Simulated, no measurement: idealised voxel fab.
Process module, titled voxel local oxidation
This is section cut - it's 265 nm across, gridded in 5 nm square cells.
A cross-section in this document is a grid of square cells, and it is written down as bands, the top band listed before the ones below it; a band is made up of one or more rows of cells. Per band: top height and bottom height in nm, followed by the left-to-right materials and their widths in nm; "full width" marks a single material spanning edge to edge, "empty" marks empty space. Heights from 0 (as-received wafer is one material below). Bottom band endless downward, as "0 and below". A width such as "30->40" changes by the same amount from each row of cells to the next, from the band's top row to its bottom row. Basically "nothing different" means that step didn't change any cell in the cross-section. Voids not open to the top, 8 cells minimum: see "Closed void roster". Written width x height at distance; distance is from the left edge; nm. Read whatever lies past the settings on a step's line as the simulator's own remark about the step. "overlay nm" denotes, for a step that has a mask, the displacement of the mask to the right of its planned place, with negative values corresponding to the left.
The following list gives the planned process steps:
1. RECEIVE,material Si
2. CONFORMAL_DEP,material SiO2,thk nm 5
3. CONFORMAL_DEP,material SiN,thk nm 15
4. DIRECTIONAL_DEP,material aC,thk nm 15
5. PATTERN,tone cover,mask id ACTIVE,material resist,width nm 115,thk nm 35,overlay nm 0
6. DIRECTIONAL_ETCH,etch materials aC,depth nm 15
7. STRIP,etch materials resist
8. DIRECTIONAL_ETCH,etch materials SiN,depth nm 15
9. STRIP,etch materials aC
10. SELECTIVE_ETCH,etch materials SiO2,depth nm 5
11. OXIDIZE,depth nm 10
12. STRIP,etch materials SiN
Cross-section of the wafer upon arrival, representing the state reached after step 1:
> 0 and below | Si full width
> Closed void roster: none
The first of the two wafers as seen in cross-section once the module was finished; processing followed the plan:
> 5 down to 0 | 80 nm empty; 105 nm SiO2; 80 nm empty
> 0 down to -10 | 90 nm SiO2; 85 nm Si; 90 nm SiO2
> -10 and below | Si full width
> Closed void roster: none
Cross-section of the latter of the two wafers at module completion. It had an identical start and an identical plan to the former; in running it, one mistake was made:
> 5 down to 0 | 80 nm empty; 110 nm SiO2; 75 nm empty
> 0 down to -10 | 90 nm SiO2; 90 nm Si; 85 nm SiO2
> -10 and below | Si full width
> Closed void roster: none
Against the plan, the run slipped here: for step 5, the planned setting was not used; the step was instead run as PATTERN,tone cover,mask id ACTIVE,material resist,width nm 120,thk nm 35,overlay nm 0
The second wafer ends with more or fewer cells of some materials than the first, per final count: 2 more of Si, 1 fewer of SiO2
